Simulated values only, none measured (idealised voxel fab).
A process module follows: voxel released beams.
The width of the displayed cross-section, cut, is 200 nm; its cells are square, with a size of 5 nm.
Notation: cross-section as square-cell grid; stated in bands, top first, going down; one or more cell rows per band.
In this notation a band is specified by the heights of its top and bottom, in that order and in nm, after which its materials appear from left to right, each paired with its width in nm. The word "all across" attached to a single material means that material fills the band from edge to edge; the word "air" stands for empty space.
Zero point of the height axis is 0; under it, received wafer = one material. Lowest band: continues down indefinitely, "z 0 and below".
Quick explanation for "30 to 40": the width changes in equal steps down the rows of cells, from the first number in the band's top row to the second number in its bottom row.
Where a step carries "all unchanged", the cross-section came out of it unchanged, cell for cell.
Any empty space of 8 cells or more lacking an open way to the top shows up in "Listed closed voids" as width x height at distance, distance from the left edge, in nm.
What comes after the settings on a step's line is commentary from the simulator itself on that step.
overlay nm: mask right of planned place by this much (step with mask). Neg. = left.

[Process steps (planned)]
1) RECEIVE [material Si]
2) CONFORMAL_DEP [material SiN] [thk nm 5]
3) DIRECTIONAL_DEP [material SiO2] [thk nm 20]
4) PATTERN [tone open] [mask id ANCHOR] [material resist] [width nm 35] [thk nm 15] [overlay nm 0]
5) DIRECTIONAL_ETCH [etch materials SiO2] [depth nm 20]
6) STRIP [etch materials resist]
7) CONFORMAL_DEP [material polySi] [thk nm 15]
8) DIRECTIONAL_DEP [material aC] [thk nm 15]
9) PATTERN [tone cover] [mask id BEAM] [material resist] [width nm 110] [thk nm 30] [overlay nm 0]
10) DIRECTIONAL_ETCH [etch materials aC] [depth nm 15]
11) STRIP [etch materials resist]
12) DIRECTIONAL_ETCH [etch materials polySi] [depth nm 15]
13) STRIP [etch materials aC]
14) STRIP [etch materials SiO2]

[First of two wafers, processed according to plan]

[Here's what the wafer looked like in cross-section when it arrived - that's after step 1]
* z 0 and below  Si all across
* Listed closed voids: none

[Presented here is a cross-section of the wafer after step 2 has been performed]
* z 5 to 0  SiN all across
* Below 0, no change.

[Presented here is a cross-section of the wafer after step 3 has been performed]
* z 25 to 5  SiO2 all across
* Below 5, no change.

[Presented here is a cross-section of the wafer after step 4 has been performed]
* z 40 to 25  resist (45); air (35); resist (120)
* Below 25, no change.

[Presented here is a cross-section of the wafer after step 5 has been performed]
* z 40 to 25  resist (45); air (35); resist (120)
* z 25 to 5  SiO2 (45); air (35); SiO2 (120)
* Below 5, no change.

[Presented here is a cross-section of the wafer after step 6 has been performed]
* z 25 to 5  SiO2 (45); air (35); SiO2 (120)
* Below 5, no change.

[Presented here is a cross-section of the wafer after step 7 has been performed]
* z 40 to 25  polySi (60); air (5); polySi (135)
* z 25 to 20  SiO2 (45); polySi (15); air (5); polySi (15); SiO2 (120)
* z 20 to 5  SiO2 (45); polySi (35); SiO2 (120)
* Below 5, no change.

[Presented here is a cross-section of the wafer after step 8 has been performed]
* z 55 to 40  aC (60); air (5); aC (135)
* z 40 to 35  polySi (60); air (5); polySi (135)
* z 35 to 25  polySi (60); aC (5); polySi (135)
* z 25 to 20  SiO2 (45); polySi (15); aC (5); polySi (15); SiO2 (120)
* Below 20, no change.

[Presented here is a cross-section of the wafer after step 9 has been performed]
* z 85 to 55  air (40); resist (110); air (50)
* z 55 to 40  aC (60); resist (5); aC (135)
* z 40 to 35  polySi (60); resist (5); polySi (135)
* Below 35, no change.

[Presented here is a cross-section of the wafer after step 10 has been performed]
* z 70 to 55  air (40); resist (110); air (50)
* z 55 to 40  air (40); aC (20); resist (5); aC (85); air (50)
* Below 40, no change.

[Presented here is a cross-section of the wafer after step 11 has been performed]
* z 55 to 40  air (40); aC (20); air (5); aC (85); air (50)
* z 40 to 35  polySi (60); air (5); polySi (135)
* Below 35, no change.

[Presented here is a cross-section of the wafer after step 12 has been performed]
* z 55 to 40  air (40); aC (20); air (5); aC (85); air (50)
* z 40 to 35  air (40); polySi (20); air (5); polySi (85); air (50)
* z 35 to 25  air (40); polySi (20); aC (5); polySi (85); air (50)
* Below 25, no change.

[Presented here is a cross-section of the wafer after step 13 has been performed]
* z 40 to 25  air (40); polySi (20); air (5); polySi (85); air (50)
* z 25 to 20  SiO2 (45); polySi (15); air (5); polySi (15); SiO2 (120)
* Below 20, no change.

[Presented here is a cross-section of the wafer after step 14 has been performed]
* z 40 to 25  air (40); polySi (20); air (5); polySi (85); air (50)
* z 25 to 20  air (45); polySi (15); air (5); polySi (15); air (120)
* z 20 to 5  air (45); polySi (35); air (120)
* Below 5, no change.

[Regarding the second of the two wafers: it shared the first wafer's starting condition and process plan, yet one error occurred during its execution. Its history coincides with that of the first wafer up to and including step 3]

[Cross-sectional representation of the second wafer at the time designated in the plan for the completion of step 4]
* z 40 to 25  resist (50); air (35); resist (115)
* Below 25, no change.

[Cross-sectional representation of the second wafer at the time designated in the plan for the completion of step 5]
* z 40 to 25  resist (50); air (35); resist (115)
* z 25 to 5  SiO2 (50); air (35); SiO2 (115)
* Below 5, no change.

[Cross-sectional representation of the second wafer at the time designated in the plan for the completion of step 6]
* z 25 to 5  SiO2 (50); air (35); SiO2 (115)
* Below 5, no change.

[Cross-sectional representation of the second wafer at the time designated in the plan for the completion of step 7]
* z 40 to 25  polySi (65); air (5); polySi (130)
* z 25 to 20  SiO2 (50); polySi (15); air (5); polySi (15); SiO2 (115)
* z 20 to 5  SiO2 (50); polySi (35); SiO2 (115)
* Below 5, no change.

[Cross-sectional representation of the second wafer at the time designated in the plan for the completion of step 8]
* z 55 to 40  aC (65); air (5); aC (130)
* z 40 to 35  polySi (65); air (5); polySi (130)
* z 35 to 25  polySi (65); aC (5); polySi (130)
* z 25 to 20  SiO2 (50); polySi (15); aC (5); polySi (15); SiO2 (115)
* Below 20, no change.

[Cross-sectional representation of the second wafer at the time designated in the plan for the completion of step 9]
* z 85 to 55  air (40); resist (110); air (50)
* z 55 to 40  aC (65); resist (5); aC (130)
* z 40 to 35  polySi (65); resist (5); polySi (130)
* Below 35, no change.

[Cross-sectional representation of the second wafer at the time designated in the plan for the completion of step 10]
* z 70 to 55  air (40); resist (110); air (50)
* z 55 to 40  air (40); aC (25); resist (5); aC (80); air (50)
* Below 40, no change.

[Cross-sectional representation of the second wafer at the time designated in the plan for the completion of step 11]
* z 55 to 40  air (40); aC (25); air (5); aC (80); air (50)
* z 40 to 35  polySi (65); air (5); polySi (130)
* Below 35, no change.

[Cross-sectional representation of the second wafer at the time designated in the plan for the completion of step 12]
* z 55 to 40  air (40); aC (25); air (5); aC (80); air (50)
* z 40 to 35  air (40); polySi (25); air (5); polySi (80); air (50)
* z 35 to 25  air (40); polySi (25); aC (5); polySi (80); air (50)
* Below 25, no change.

[Cross-sectional representation of the second wafer at the time designated in the plan for the completion of step 13]
* z 40 to 25  air (40); polySi (25); air (5); polySi (80); air (50)
* z 25 to 20  SiO2 (50); polySi (15); air (5); polySi (15); SiO2 (115)
* Below 20, no change.

[Cross-sectional representation of the second wafer at the time designated in the plan for the completion of step 14]
* z 40 to 25  air (40); polySi (25); air (5); polySi (80); air (50)
* z 25 to 20  air (50); polySi (15); air (5); polySi (15); air (115)
* z 20 to 5  air (50); polySi (35); air (115)
* Below 5, no change.
The plan and the run diverged here: so step 4 ended up running with a different setting than we planned, it ran as PATTERN [tone open] [mask id ANCHOR] [material resist] [width nm 35] [thk nm 15] [overlay nm 5]
The two final wafers agree on how many cells each material fills and disagree on which cells those are.
